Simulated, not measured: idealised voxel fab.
The process module presented herein is designated voxel lift off.
The width of the displayed cross-section, cut, is 195 nm; its cells are square, with a size of 5 nm.
Throughout this document, each cross-section is represented as a grid of square cells and is presented as a sequence of bands enumerated from the top downward, where a band comprises one or more rows of cells.
Basically the band line says how high the top is and how high the bottom is, in nm, and then what's in it from left to right, every material with its width in nm. Empty space shows up as "air", and if a single material carries "edge to edge" it runs the full band edge to edge.
Counting heights begins at 0, where everything beneath is, in the wafer as received, one material. The lowest band has no bottom; it goes on downwards, as "from 0 down" shows.
Width: "30->40" (first number = top row, second number = bottom row, same change from row to row of cells).
A step reported as "no alteration" is a step in which no cell of the cross-section changed.
"Entrapped void list" means: voids of 8 cells or more that are shut off from the top with no open way through. Written width x height at distance, distance from the left edge, in nm.
Where a step's line continues beyond its settings, the continuation is a remark by the simulator itself on that step.
Regarding "overlay nm": on a step with a mask, it is the distance the mask lay to the right of its planned place; a negative value places it to the left.

Planned process steps:
step 1: RECEIVE (material Si)
step 2: CONFORMAL_DEP (material SiN; thk nm 5)
step 3: PATTERN (tone open; mask id LINES; material resist; width nm 30; pitch nm 50; thk nm 15; overlay nm 0)
step 4: DIRECTIONAL_DEP (material Ru; thk nm 5)
step 5: STRIP (etch materials resist)
step 6: CONFORMAL_DEP (material SiO2; thk nm 5)
For this document, wafers share an identical start and vary in the step 6 thk nm; the plan quotes the first wafer's value.

This is how the first of several wafers looked in cross-section when it arrived, which is after step 1:
from 0 down  Si edge to edge
Entrapped void list: none

each wafer at the end: cells of each material gained (+) or lost (-) since it was received, then its closed voids:
thk nm 5 | +18 Ru | +39 SiN | +45 SiO2 | Entrapped void list: none
thk nm 10 | +18 Ru | +39 SiN | +90 SiO2 | Entrapped void list: none
thk nm 15 | +18 Ru | +39 SiN | +131 SiO2 | Entrapped void list: none
thk nm 20 | +18 Ru | +39 SiN | +172 SiO2 | Entrapped void list: none
thk nm 25 | +18 Ru | +39 SiN | +213 SiO2 | Entrapped void list: none
